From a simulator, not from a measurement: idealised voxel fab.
The document below concerns the process module designated voxel plated lines.
290 nm wide, 5 nm square cells: that's cross-section cut.
Cross-section format: a grid of square cells, given as bands from top to bottom; each band is one or more rows of cells.
Top height, bottom height, nm. Materials left to right, width each, nm. Single material + "edge to edge" = fills band edge to edge. "empty" = empty.
Height is counted from the level 0, under which the received wafer is composed throughout of one material. The lowest of the bands is not closed at the bottom but continues downward, in the notation "top 0, no bottom".
Width: "30 to 40" (first number = top row, second number = bottom row, same change from row to row of cells).
"remains unaltered" after a step means that no cell of the cross-section changed.
So "Listed closed voids" is basically the list of trapped voids: any empty space of 8 cells or more that can't reach the top through an opening. They're written width x height at distance, the distance being from the left edge, and it's all nm.
Note: text after step settings on the step line = simulator remark on that step.
overlay nm: right-of-plan distance of the mask on a masked step; negative values mean left-of-plan.

Here's what the planned process steps look like
| 1 | RECEIVE,material Si |
| 2 | CONFORMAL_DEP,material Al2O3,thk nm 10 |
| 3 | DIRECTIONAL_DEP,material TiN,thk nm 5 |
| 4 | PATTERN,tone open,mask id LINES,material resist,width nm 30,pitch nm 60,thk nm 40,overlay nm 0 |
| 5 | EPI,material Ru,thk nm 5 |
| 6 | EPI,material Ru,thk nm 5 |
| 7 | EPI,material Ru,thk nm 5 |
| 8 | STRIP,etch materials resist |
| 9 | DIRECTIONAL_ETCH,etch materials TiN,depth nm 5 |
| 10 | CONFORMAL_DEP,material SiO2,thk nm 5 |

First of two wafers, processed according to plan

Delivered wafer in cross-section: state after step 1
- top 0, no bottom | Si edge to edge
- Listed closed voids: none

After step 2, in cross-section
- top 10, bottom 0 | Al2O3 edge to edge
- Everything under 0 stays put, no change at all.

After step 3, in cross-section
- top 15, bottom 10 | TiN edge to edge
- Everything under 10 stays put, no change at all.

After step 4, in cross-section
- top 55, bottom 15 | resist: 100  empty: 30  resist: 30  empty: 30  resist: 100
- Everything under 15 stays put, no change at all.

After step 5, in cross-section
- top 55, bottom 20 | resist: 100  empty: 30  resist: 30  empty: 30  resist: 100
- top 20, bottom 15 | resist: 100  Ru: 30  resist: 30  Ru: 30  resist: 100
- Everything under 15 stays put, no change at all.

After step 6, in cross-section
- top 55, bottom 25 | resist: 100  empty: 30  resist: 30  empty: 30  resist: 100
- top 25, bottom 15 | resist: 100  Ru: 30  resist: 30  Ru: 30  resist: 100
- Everything under 15 stays put, no change at all.

After step 7, in cross-section
- top 55, bottom 30 | resist: 100  empty: 30  resist: 30  empty: 30  resist: 100
- top 30, bottom 15 | resist: 100  Ru: 30  resist: 30  Ru: 30  resist: 100
- Everything under 15 stays put, no change at all.

After step 8, in cross-section
- top 30, bottom 15 | empty: 100  Ru: 30  empty: 30  Ru: 30  empty: 100
- Everything under 15 stays put, no change at all.

After step 9, in cross-section
- top 30, bottom 15 | empty: 100  Ru: 30  empty: 30  Ru: 30  empty: 100
- top 15, bottom 10 | empty: 100  TiN: 30  empty: 30  TiN: 30  empty: 100
- Everything under 10 stays put, no change at all.

After step 10, in cross-section
- top 35, bottom 30 | empty: 95  SiO2: 40  empty: 20  SiO2: 40  empty: 95
- top 30, bottom 15 | empty: 95  SiO2: 5  Ru: 30  SiO2: 5  empty: 20  SiO2: 5  Ru: 30  SiO2: 5  empty: 95
- top 15, bottom 10 | SiO2: 100  TiN: 30  SiO2: 30  TiN: 30  SiO2: 100
- Everything under 10 stays put, no change at all.

The second wafer began exactly as the first did and followed the same plan, but one mistake was made while running it; through step 3 inclusive, the two wafers are identical

Look at the second wafer in cross-section at the time step 4 ought to have finished
- top 55, bottom 15 | resist: 95  empty: 40  resist: 20  empty: 40  resist: 95
- Everything under 15 stays put, no change at all.

Look at the second wafer in cross-section at the time step 5 ought to have finished
- top 55, bottom 20 | resist: 95  empty: 40  resist: 20  empty: 40  resist: 95
- top 20, bottom 15 | resist: 95  Ru: 40  resist: 20  Ru: 40  resist: 95
- Everything under 15 stays put, no change at all.

Look at the second wafer in cross-section at the time step 6 ought to have finished
- top 55, bottom 25 | resist: 95  empty: 40  resist: 20  empty: 40  resist: 95
- top 25, bottom 15 | resist: 95  Ru: 40  resist: 20  Ru: 40  resist: 95
- Everything under 15 stays put, no change at all.

Look at the second wafer in cross-section at the time step 7 ought to have finished
- top 55, bottom 30 | resist: 95  empty: 40  resist: 20  empty: 40  resist: 95
- top 30, bottom 15 | resist: 95  Ru: 40  resist: 20  Ru: 40  resist: 95
- Everything under 15 stays put, no change at all.

Look at the second wafer in cross-section at the time step 8 ought to have finished
- top 30, bottom 15 | empty: 95  Ru: 40  empty: 20  Ru: 40  empty: 95
- Everything under 15 stays put, no change at all.

Look at the second wafer in cross-section at the time step 9 ought to have finished
- top 30, bottom 15 | empty: 95  Ru: 40  empty: 20  Ru: 40  empty: 95
- top 15, bottom 10 | empty: 95  TiN: 40  empty: 20  TiN: 40  empty: 95
- Everything under 10 stays put, no change at all.

Look at the second wafer in cross-section at the time step 10 ought to have finished
- top 35, bottom 30 | empty: 90  SiO2: 50  empty: 10  SiO2: 50  empty: 90
- top 30, bottom 15 | empty: 90  SiO2: 5  Ru: 40  SiO2: 5  empty: 10  SiO2: 5  Ru: 40  SiO2: 5  empty: 90
- top 15, bottom 10 | SiO2: 95  TiN: 40  SiO2: 20  TiN: 40  SiO2: 95
- Everything under 10 stays put, no change at all.
Nonconformance to the process plan: the process deviated at step 4: the operation and settings actually run there were PATTERN,tone open,mask id LINES,material resist,width nm 40,pitch nm 60,thk nm 40,overlay nm 0
Once processing is complete, comparing cell counts shows that the second wafer has more or fewer of certain materials than the first: Ru +12; TiN +4
